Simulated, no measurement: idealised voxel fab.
voxel self aligned contacts: a process module
We display cut, a cross-section 275 nm in width whose square cells are each 5 nm.
Cross-sections here: square-cell grids, written as top-down lists of bands, a band being one or more rows of cells.
Band entry format. Leading values: height of top, height of bottom, nm. Remainder: materials in left-to-right order, each with its width in nm. Special words: "throughout" on a single material, which then fills the band edge to edge; "blank", empty space.
Beneath 0, the wafer as received is one material, and that level is where height counting begins. The lowest band goes on downward without a bottom; it is written like "0..down".
The width entry "30->40" should be interpreted row by row: the top row of cells in the band takes the first number, the bottom row takes the second number, and the change between adjacent rows is uniform throughout.
No cell of the cross-section changed in a step that is given as "stayed the same".
You'll see "Enclosed voids" listing empty spaces that have no way open to the top, as long as they're 8 cells or more; the notation is width x height at distance, where the distance is from the left edge, and all of it is in nm.
Formally, on a step line, whatever follows the settings is a remark that the simulator itself makes on the step.
overlay nm, on a step with a mask: how far to the right of its planned place the mask lay; to the left if negative
-- The following list gives the planned process steps
1. RECEIVE [material Si]
2. OXIDIZE [depth nm 5]
3. DIRECTIONAL_DEP [material polySi] [thk nm 30]
4. DIRECTIONAL_DEP [material SiN] [thk nm 20]
5. PATTERN [tone cover] [mask id GATE] [material resist] [width nm 25] [pitch nm 65] [thk nm 20] [overlay nm 0]
6. DIRECTIONAL_ETCH [etch materials SiN] [depth nm 20]
7. DIRECTIONAL_ETCH [etch materials polySi] [depth nm 30]
8. STRIP [etch materials resist]
9. CONFORMAL_DEP [material SiN] [thk nm 5]
10. DIRECTIONAL_ETCH [etch materials SiN] [depth nm 5]
11. FILL_DEP [material SiO2] [thk nm 10]
12. CMP [height nm 55]
13. PATTERN [tone open] [mask id CONTACT] [material resist] [width nm 40] [pitch nm 65] [thk nm 15] [overlay nm 0]
14. DIRECTIONAL_ETCH [etch materials SiO2] [depth nm 60]
15. STRIP [etch materials resist]
16. CONFORMAL_DEP [material TiN] [thk nm 5]
17. FILL_DEP [material W] [thk nm 5]
18. CMP [height nm 55]
19. CONFORMAL_DEP [material SiCN] [thk nm 5]
Quick note for whoever runs this: the wafers start identical, but the width nm at step 5 isn't the same across them. The plan just shows what the first wafer had.
-- Incoming state of the first of several wafers in cross-section: after step 1
0..down: Si throughout
Enclosed voids: none
-- First of several wafers in cross-section at module end, following the final step, step 19
60..55: SiCN throughout
55..50: SiO2 85  TiN 10  W 20  TiN 10  SiO2 25  TiN 10  W 20  TiN 10  SiO2 85
50..30: SiO2 55  SiN 35  TiN 5  W 20  TiN 5  SiN 35  TiN 5  W 20  TiN 5  SiN 35  SiO2 55
30..0: SiO2 55  SiN 5  polySi 25  SiN 5  TiN 5  W 20  TiN 5  SiN 5  polySi 25  SiN 5  TiN 5  W 20  TiN 5  SiN 5  polySi 25  SiN 5  SiO2 55
0..-5: SiO2 90  TiN 30  SiO2 35  TiN 30  SiO2 90
-5..down: Si throughout
Enclosed voids: none
-- End of module, last wafer sectioned
60..55: SiCN throughout
55..50: SiO2 85  TiN 40  SiO2 25  TiN 40  SiO2 85
50..30: SiO2 45  SiN 60  TiN 5  SiN 60  TiN 5  SiN 60  SiO2 40
30..0: SiO2 45  SiN 5  polySi 50  SiN 5  TiN 5  SiN 5  polySi 50  SiN 5  TiN 5  SiN 5  polySi 50  SiN 5  SiO2 40
0..-5: SiO2 105  TiN 5  SiO2 60  TiN 5  SiO2 100
-5..down: Si throughout
Enclosed voids: none
-- Below is a per-wafer table. In it, each row describes the wafer at the end of the module by giving, for each material, the number of cells gained (+) or lost (-) since the wafer was received, and after that the closed voids of the wafer
width nm 25; -55 Si; +55 SiCN; +120 SiN; +302 SiO2; +60 TiN; +88 W; +90 polySi; Enclosed voids: none
width nm 30; -55 Si; +55 SiCN; +132 SiN; +294 SiO2; +60 TiN; +66 W; +108 polySi; Enclosed voids: none
width nm 35; -55 Si; +55 SiCN; +144 SiN; +286 SiO2; +60 TiN; +44 W; +126 polySi; Enclosed voids: none
width nm 40; -55 Si; +55 SiCN; +156 SiN; +278 SiO2; +60 TiN; +22 W; +144 polySi; Enclosed voids: none
width nm 45; -55 Si; +55 SiCN; +168 SiN; +270 SiO2; +60 TiN; +162 polySi; Enclosed voids: none
width nm 50; -55 Si; +55 SiCN; +180 SiN; +262 SiO2; +38 TiN; +180 polySi; Enclosed voids: none
